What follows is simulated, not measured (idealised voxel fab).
Name of the process module below: voxel self aligned contacts
Cross-section cut: width 245 nm, square cells of 5 nm.
In what follows, cross-sections appear as grids of square cells, described through bands that run from the top down, where every band is one or more rows of cells. Per band: top height and bottom height in nm, followed by the left-to-right materials and their widths in nm; "edge to edge" marks a single material spanning edge to edge, "empty" marks empty space. Height datum 0, below which the as-received substrate wafer is one material. Lowest band open at the bottom, running downward: "0 and below". The two numbers in a width such as "30->40" mark its ends across the band: the first belongs to the top row of cells, the second to the bottom row, and from each row to the next the width moves by the same amount. The cross-section has no changed cell in any step marked "no change". In "Closed-off voids" the enclosed voids are listed, meaning empty spaces of 8 cells or larger without any opening to the top. The form is width x height at distance, distance from the left edge, units nm. Whatever follows a step's settings on its line is a remark the simulator itself makes about that step. What "overlay nm" on a step's line means: if the step has a mask, that mask lay this far to the right of its planned place, or, when the value is negative, to the left.
-- Steps planned for the process
| 1 | RECEIVE with material Si |
| 2 | OXIDIZE with depth nm 5 |
| 3 | DIRECTIONAL_DEP with material polySi, thk nm 30 |
| 4 | DIRECTIONAL_DEP with material SiN, thk nm 20 |
| 5 | DIRECTIONAL_DEP with material aC, thk nm 10 |
| 6 | PATTERN with tone cover, mask id GATE, material resist, width nm 35, pitch nm 80, thk nm 30, overlay nm -15 |
| 7 | DIRECTIONAL_ETCH with etch materials aC, depth nm 10 |
| 8 | STRIP with etch materials resist |
| 9 | DIRECTIONAL_ETCH with etch materials SiN, depth nm 20 |
| 10 | DIRECTIONAL_ETCH with etch materials polySi, depth nm 30 |
| 11 | STRIP with etch materials aC |
| 12 | CONFORMAL_DEP with material SiN, thk nm 10 |
| 13 | DIRECTIONAL_ETCH with etch materials SiN, depth nm 10 |
| 14 | FILL_DEP with material SiO2, thk nm 10 |
| 15 | CMP with height nm 55 |
| 16 | MASKED_ETCH with tone open, mask id CONTACT, width nm 55, etch materials SiO2, depth nm 60, overlay nm 0 |
| 17 | CONFORMAL_DEP with material TiN, thk nm 5 |
| 18 | FILL_DEP with material Ru, thk nm 5 |
| 19 | CMP with height nm 55 |
| 20 | CONFORMAL_DEP with material SiN, thk nm 5 |
varied across the wafers: overlay nm of step 6. The plan shows the first wafer's value. All wafers start alike
-- After step 1, as received: first of several wafers, cross-section
- 0 and below | Si edge to edge
- Closed-off voids: none
-- Quick look at the cross-section of the first of several wafers after step 20, which wraps up the module
- 60 down to 55 | SiN edge to edge
- 55 down to 50 | SiO2 95 nm | TiN 5 nm | Ru 15 nm | TiN 35 nm | SiO2 95 nm
- 50 down to 30 | SiO2 40 nm | SiN 55 nm | TiN 5 nm | Ru 15 nm | TiN 5 nm | SiN 55 nm | SiO2 70 nm
- 30 down to 0 | SiO2 40 nm | SiN 10 nm | polySi 35 nm | SiN 10 nm | TiN 5 nm | Ru 15 nm | TiN 5 nm | SiN 10 nm | polySi 35 nm | SiN 10 nm | SiO2 70 nm
- 0 down to -5 | SiO2 95 nm | TiN 25 nm | SiO2 125 nm
- -5 and below | Si edge to edge
- Closed-off voids: none
-- X-section, last wafer, module end
- 60 down to 55 | SiN edge to edge
- 55 down to 50 | SiO2 95 nm | TiN 35 nm | Ru 15 nm | TiN 5 nm | SiO2 95 nm
- 50 down to 30 | SiO2 70 nm | SiN 55 nm | TiN 5 nm | Ru 15 nm | TiN 5 nm | SiN 55 nm | SiO2 40 nm
- 30 down to 0 | SiO2 70 nm | SiN 10 nm | polySi 35 nm | SiN 10 nm | TiN 5 nm | Ru 15 nm | TiN 5 nm | SiN 10 nm | polySi 35 nm | SiN 10 nm | SiO2 40 nm
- 0 down to -5 | SiO2 125 nm | TiN 25 nm | SiO2 95 nm
- -5 and below | Si edge to edge
- Closed-off voids: none
-- Row per wafer, end-of-module: cell gain (+)/loss (-) by material since the wafer came in, then closed voids
overlay nm -15 | +33 Ru | -49 Si | +185 SiN | +302 SiO2 | +33 TiN | +84 polySi | Closed-off voids: none
overlay nm -10 | +33 Ru | -49 Si | +185 SiN | +302 SiO2 | +33 TiN | +84 polySi | Closed-off voids: none
overlay nm -5 | +33 Ru | -49 Si | +185 SiN | +302 SiO2 | +33 TiN | +84 polySi | Closed-off voids: none
overlay nm 0 | +33 Ru | -49 Si | +185 SiN | +302 SiO2 | +33 TiN | +84 polySi | Closed-off voids: none
overlay nm 5 | +33 Ru | -49 Si | +185 SiN | +302 SiO2 | +33 TiN | +84 polySi | Closed-off voids: none
overlay nm 10 | +33 Ru | -49 Si | +185 SiN | +302 SiO2 | +33 TiN | +84 polySi | Closed-off voids: none
overlay nm 15 | +33 Ru | -49 Si | +185 SiN | +302 SiO2 | +33 TiN | +84 polySi | Closed-off voids: none
